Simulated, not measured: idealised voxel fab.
Process module under the name voxel gate over fins
It is cross-section cut that appears here, measuring 165 nm in width, its square cells being 5 nm in size.
A cross-section is a grid of square cells, given in bands from the top down. A band is one or more rows of cells.
Band: top and bottom heights (nm) first, top before bottom; then materials from left to right, widths in nm. "edge to edge" marks a sole material filling the band edge to edge. "air" denotes empty space.
Heights are expressed relative to 0, this being the level below which the as-received wafer comprises one material exclusively. The lowest band is unbounded in the downward direction and is denoted as in "z 0 and below".
It should be noted that a width expressed as "30 to 40" varies in equal increments from row to row of cells within the band, taking the value of the first number at the top row and that of the second number at the bottom row.
The designation "same as before", where it is given for a processing step, indicates that no cell of the cross-section was altered in the course of that step.
This entry, "Voids, enclosed", enumerates those empty regions of no fewer than 8 cells that possess no open connection to the top. Each region is reported in the form width x height at distance, the distance being taken from the left edge, with all three quantities expressed in nm.
On each step's line, the part that comes after the settings is the simulator's own comment on the step.
For masked steps, "overlay nm" on the step line gives how far right of plan the mask actually lay; a minus sign means it lay to the left.
## The following list gives the planned process steps
1) op RECEIVE | material Si
2) op CONFORMAL_DEP | material SiN | thk nm 5
3) op MASKED_ETCH | tone cover | mask id FINS | width nm 15 | pitch nm 55 | etch materials SiN | depth nm 5 | overlay nm 0
4) op MASKED_ETCH | tone cover | mask id FINS | width nm 15 | pitch nm 55 | etch materials Si | depth nm 40 | overlay nm 0
5) op OXIDIZE | depth nm 5
6) op FILL_DEP | material SiO2 | thk nm 15
7) op CMP | height nm 5
8) op PATTERN | tone open | mask id RAIL | material resist | width nm 15 | thk nm 15 | overlay nm 0
9) op DIRECTIONAL_ETCH | etch materials SiO2 | depth nm 40
10) op STRIP | etch materials resist
11) op CONFORMAL_DEP | material TiN | thk nm 5
12) op FILL_DEP | material W | thk nm 5
13) op CMP | height nm 5
14) op SELECTIVE_ETCH | etch materials W Ru TiN | depth nm 25
15) op FILL_DEP | material SiO2 | thk nm 5
16) op CMP | height nm 5
17) op SELECTIVE_ETCH | etch materials SiO2 | depth nm 15
18) op STRIP | etch materials SiN
19) op CONFORMAL_DEP | material HfO2 | thk nm 5
20) op CONFORMAL_DEP | material TiN | thk nm 5
21) op CONFORMAL_DEP | material TiAl | thk nm 5
22) op CONFORMAL_DEP | material TiN | thk nm 5
23) op FILL_DEP | material W | thk nm 15
24) op CMP | height nm 30
25) op CONFORMAL_DEP | material SiN | thk nm 5
## First out of two wafers; run went to plan
## Cross-section of the incoming wafer, state after step 1
* z 0 and below  Si edge to edge
* Voids, enclosed: none
## Wafer section view after processing step 2
* z 5 to 0  SiN edge to edge
* Everything under 0 stays put, no change at all.
## Wafer section view after processing step 3
* z 5 to 0  air 45 | SiN 15 | air 40 | SiN 15 | air 50
* Everything under 0 stays put, no change at all.
## Wafer section view after processing step 4
* z 5 to 0  air 45 | SiN 15 | air 40 | SiN 15 | air 50
* z 0 to -40  air 45 | Si 15 | air 40 | Si 15 | air 50
* Everything under -40 stays put, no change at all.
## Wafer section view after processing step 5
* z 5 to 0  air 45 | SiN 15 | air 40 | SiN 15 | air 50
* z 0 to -40  air 45 | SiO2 5 | Si 5 | SiO2 5 | air 40 | SiO2 5 | Si 5 | SiO2 5 | air 50
* z -40 to -45  SiO2 50 | Si 5 | SiO2 50 | Si 5 | SiO2 55
* Everything under -45 stays put, no change at all.
## Wafer section view after processing step 6
* z 20 to 5  SiO2 edge to edge
* z 5 to 0  SiO2 45 | SiN 15 | SiO2 40 | SiN 15 | SiO2 50
* z 0 to -45  SiO2 50 | Si 5 | SiO2 50 | Si 5 | SiO2 55
* Everything under -45 stays put, no change at all.
## Wafer section view after processing step 7
* z 5 to 0  SiO2 45 | SiN 15 | SiO2 40 | SiN 15 | SiO2 50
* Everything under 0 stays put, no change at all.
## Wafer section view after processing step 8
* z 20 to 5  resist 70 | air 15 | resist 80
* Everything under 5 stays put, no change at all.
## Wafer section view after processing step 9
* z 20 to 5  resist 70 | air 15 | resist 80
* z 5 to 0  SiO2 45 | SiN 15 | SiO2 10 | air 15 | SiO2 15 | SiN 15 | SiO2 50
* z 0 to -35  SiO2 50 | Si 5 | SiO2 15 | air 15 | SiO2 20 | Si 5 | SiO2 55
* Everything under -35 stays put, no change at all.
## Wafer section view after processing step 10
* z 5 to 0  SiO2 45 | SiN 15 | SiO2 10 | air 15 | SiO2 15 | SiN 15 | SiO2 50
* Everything under 0 stays put, no change at all.
## Wafer section view after processing step 11
* z 10 to 5  TiN 75 | air 5 | TiN 85
* z 5 to 0  SiO2 45 | SiN 15 | SiO2 10 | TiN 5 | air 5 | TiN 5 | SiO2 15 | SiN 15 | SiO2 50
* z 0 to -30  SiO2 50 | Si 5 | SiO2 15 | TiN 5 | air 5 | TiN 5 | SiO2 20 | Si 5 | SiO2 55
* z -30 to -35  SiO2 50 | Si 5 | SiO2 15 | TiN 15 | SiO2 20 | Si 5 | SiO2 55
* Everything under -35 stays put, no change at all.
## Wafer section view after processing step 12
* z 15 to 10  W edge to edge
* z 10 to 5  TiN 75 | W 5 | TiN 85
* z 5 to 0  SiO2 45 | SiN 15 | SiO2 10 | TiN 5 | W 5 | TiN 5 | SiO2 15 | SiN 15 | SiO2 50
* z 0 to -30  SiO2 50 | Si 5 | SiO2 15 | TiN 5 | W 5 | TiN 5 | SiO2 20 | Si 5 | SiO2 55
* Everything under -30 stays put, no change at all.
## Wafer section view after processing step 13
* z 5 to 0  SiO2 45 | SiN 15 | SiO2 10 | TiN 5 | W 5 | TiN 5 | SiO2 15 | SiN 15 | SiO2 50
* Everything under 0 stays put, no change at all.
## Wafer section view after processing step 14
* z 5 to 0  SiO2 45 | SiN 15 | SiO2 10 | air 15 | SiO2 15 | SiN 15 | SiO2 50
* z 0 to -20  SiO2 50 | Si 5 | SiO2 15 | air 15 | SiO2 20 | Si 5 | SiO2 55
* Everything under -20 stays put, no change at all.
## Wafer section view after processing step 15
* z 10 to 5  SiO2 edge to edge
* z 5 to 0  SiO2 45 | SiN 15 | SiO2 40 | SiN 15 | SiO2 50
* z 0 to -20  SiO2 50 | Si 5 | SiO2 50 | Si 5 | SiO2 55
* Everything under -20 stays put, no change at all.
## Wafer section view after processing step 16
* z 5 to 0  SiO2 45 | SiN 15 | SiO2 40 | SiN 15 | SiO2 50
* Everything under 0 stays put, no change at all.
## Wafer section view after processing step 17
* z 5 to 0  air 45 | SiN 15 | air 40 | SiN 15 | air 50
* z 0 to -10  air 50 | Si 5 | air 50 | Si 5 | air 55
* Everything under -10 stays put, no change at all.
## Wafer section view after processing step 18
* z 0 to -10  air 50 | Si 5 | air 50 | Si 5 | air 55
* Everything under -10 stays put, no change at all.
## Wafer section view after processing step 19
* z 5 to 0  air 45 | HfO2 15 | air 40 | HfO2 15 | air 50
* z 0 to -5  air 45 | HfO2 5 | Si 5 | HfO2 5 | air 40 | HfO2 5 | Si 5 | HfO2 5 | air 50
* z -5 to -10  HfO2 50 | Si 5 | HfO2 50 | Si 5 | HfO2 55
* Everything under -10 stays put, no change at all.
## Wafer section view after processing step 20
* z 10 to 5  air 40 | TiN 25 | air 30 | TiN 25 | air 45
* z 5 to 0  air 40 | TiN 5 | HfO2 15 | TiN 5 | air 30 | TiN 5 | HfO2 15 | TiN 5 | air 45
* z 0 to -5  TiN 45 | HfO2 5 | Si 5 | HfO2 5 | TiN 40 | HfO2 5 | Si 5 | HfO2 5 | TiN 50
* Everything under -5 stays put, no change at all.
## Wafer section view after processing step 21
* z 15 to 10  air 35 | TiAl 35 | air 20 | TiAl 35 | air 40
* z 10 to 5  air 35 | TiAl 5 | TiN 25 | TiAl 5 | air 20 | TiAl 5 | TiN 25 | TiAl 5 | air 40
* z 5 to 0  TiAl 40 | TiN 5 | HfO2 15 | TiN 5 | TiAl 30 | TiN 5 | HfO2 15 | TiN 5 | TiAl 45
* Everything under 0 stays put, no change at all.
## Wafer section view after processing step 22
* z 20 to 15  air 30 | TiN 45 | air 10 | TiN 45 | air 35
* z 15 to 10  air 30 | TiN 5 | TiAl 35 | TiN 5 | air 10 | TiN 5 | TiAl 35 | TiN 5 | air 35
* z 10 to 5  TiN 35 | TiAl 5 | TiN 25 | TiAl 5 | TiN 20 | TiAl 5 | TiN 25 | TiAl 5 | TiN 40
* Everything under 5 stays put, no change at all.
## Wafer section view after processing step 23
* z 35 to 20  W edge to edge
* z 20 to 15  W 30 | TiN 45 | W 10 | TiN 45 | W 35
* z 15 to 10  W 30 | TiN 5 | TiAl 35 | TiN 5 | W 10 | TiN 5 | TiAl 35 | TiN 5 | W 35
* Everything under 10 stays put, no change at all.
## Wafer section view after processing step 24
* z 30 to 20  W edge to edge
* Everything under 20 stays put, no change at all.
## Wafer section view after processing step 25
* z 35 to 30  SiN edge to edge
* Everything under 30 stays put, no change at all.
## Regarding the second of the two wafers: it shared the first wafer's starting condition and process plan, yet one error occurred during its execution. Its history coincides with that of the first wafer up to and including step 1
Look at the second wafer in cross-section at the time step 2 ought to have finished: same as before
Look at the second wafer in cross-section at the time step 3 ought to have finished: same as before
## Look at the second wafer in cross-section at the time step 4 ought to have finished
* z 0 to -40  air 45 | Si 15 | air 40 | Si 15 | air 50
* Everything under -40 stays put, no change at all.
## Look at the second wafer in cross-section at the time step 5 ought to have finished
* z 0 to -5  air 45 | SiO2 15 | air 40 | SiO2 15 | air 50
* z -5 to -40  air 45 | SiO2 5 | Si 5 | SiO2 5 | air 40 | SiO2 5 | Si 5 | SiO2 5 | air 50
* z -40 to -45  SiO2 50 | Si 5 | SiO2 50 | Si 5 | SiO2 55
* Everything under -45 stays put, no change at all.
## Look at the second wafer in cross-section at the time step 6 ought to have finished
* z 15 to -5  SiO2 edge to edge
* z -5 to -45  SiO2 50 | Si 5 | SiO2 50 | Si 5 | SiO2 55
* Everything under -45 stays put, no change at all.
## Look at the second wafer in cross-section at the time step 7 ought to have finished
* z 5 to -5  SiO2 edge to edge
* Everything under -5 stays put, no change at all.
## Look at the second wafer in cross-section at the time step 8 ought to have finished
* z 20 to 5  resist 70 | air 15 | resist 80
* Everything under 5 stays put, no change at all.
## Look at the second wafer in cross-section at the time step 9 ought to have finished
* z 20 to 5  resist 70 | air 15 | resist 80
* z 5 to -5  SiO2 70 | air 15 | SiO2 80
* z -5 to -35  SiO2 50 | Si 5 | SiO2 15 | air 15 | SiO2 20 | Si 5 | SiO2 55
* Everything under -35 stays put, no change at all.
## Look at the second wafer in cross-section at the time step 10 ought to have finished
* z 5 to -5  SiO2 70 | air 15 | SiO2 80
* Everything under -5 stays put, no change at all.
## Look at the second wafer in cross-section at the time step 11 ought to have finished
* z 10 to 5  TiN 75 | air 5 | TiN 85
* z 5 to -5  SiO2 70 | TiN 5 | air 5 | TiN 5 | SiO2 80
* z -5 to -30  SiO2 50 | Si 5 | SiO2 15 | TiN 5 | air 5 | TiN 5 | SiO2 20 | Si 5 | SiO2 55
* z -30 to -35  SiO2 50 | Si 5 | SiO2 15 | TiN 15 | SiO2 20 | Si 5 | SiO2 55
* Everything under -35 stays put, no change at all.
## Look at the second wafer in cross-section at the time step 12 ought to have finished
* z 15 to 10  W edge to edge
* z 10 to 5  TiN 75 | W 5 | TiN 85
* z 5 to -5  SiO2 70 | TiN 5 | W 5 | TiN 5 | SiO2 80
* z -5 to -30  SiO2 50 | Si 5 | SiO2 15 | TiN 5 | W 5 | TiN 5 | SiO2 20 | Si 5 | SiO2 55
* Everything under -30 stays put, no change at all.
## Look at the second wafer in cross-section at the time step 13 ought to have finished
* z 5 to -5  SiO2 70 | TiN 5 | W 5 | TiN 5 | SiO2 80
* Everything under -5 stays put, no change at all.
## Look at the second wafer in cross-section at the time step 14 ought to have finished
* z 5 to -5  SiO2 70 | air 15 | SiO2 80
* z -5 to -20  SiO2 50 | Si 5 | SiO2 15 | air 15 | SiO2 20 | Si 5 | SiO2 55
* Everything under -20 stays put, no change at all.
## Look at the second wafer in cross-section at the time step 15 ought to have finished
* z 10 to -5  SiO2 edge to edge
* z -5 to -20  SiO2 50 | Si 5 | SiO2 50 | Si 5 | SiO2 55
* Everything under -20 stays put, no change at all.
## Look at the second wafer in cross-section at the time step 16 ought to have finished
* z 5 to -5  SiO2 edge to edge
* Everything under -5 stays put, no change at all.
## Look at the second wafer in cross-section at the time step 17 ought to have finished
* z -5 to -10  air 50 | Si 5 | air 50 | Si 5 | air 55
* Everything under -10 stays put, no change at all.
Look at the second wafer in cross-section at the time step 18 ought to have finished: same as before
## Look at the second wafer in cross-section at the time step 19 ought to have finished
* z 0 to -5  air 45 | HfO2 15 | air 40 | HfO2 15 | air 50
* z -5 to -10  HfO2 50 | Si 5 | HfO2 50 | Si 5 | HfO2 55
* Everything under -10 stays put, no change at all.
## Look at the second wafer in cross-section at the time step 20 ought to have finished
* z 5 to 0  air 40 | TiN 25 | air 30 | TiN 25 | air 45
* z 0 to -5  TiN 45 | HfO2 15 | TiN 40 | HfO2 15 | TiN 50
* Everything under -5 stays put, no change at all.
## Look at the second wafer in cross-section at the time step 21 ought to have finished
* z 10 to 5  air 35 | TiAl 35 | air 20 | TiAl 35 | air 40
* z 5 to 0  TiAl 40 | TiN 25 | TiAl 30 | TiN 25 | TiAl 45
* Everything under 0 stays put, no change at all.
## Look at the second wafer in cross-section at the time step 22 ought to have finished
* z 15 to 10  air 30 | TiN 45 | air 10 | TiN 45 | air 35
* z 10 to 5  TiN 35 | TiAl 35 | TiN 20 | TiAl 35 | TiN 40
* Everything under 5 stays put, no change at all.
## Look at the second wafer in cross-section at the time step 23 ought to have finished
* z 30 to 15  W edge to edge
* z 15 to 10  W 30 | TiN 45 | W 10 | TiN 45 | W 35
* Everything under 10 stays put, no change at all.
Look at the second wafer in cross-section at the time step 24 ought to have finished: same as before
## Look at the second wafer in cross-section at the time step 25 ought to have finished
* z 35 to 30  SiN edge to edge
* Everything under 30 stays put, no change at all.
Run error: the plan's step 2 was left out and never carried out
at the end the second wafer has, in cells: HfO2 -4 | Si -2 | TiAl -4 | TiN -8 | W +18
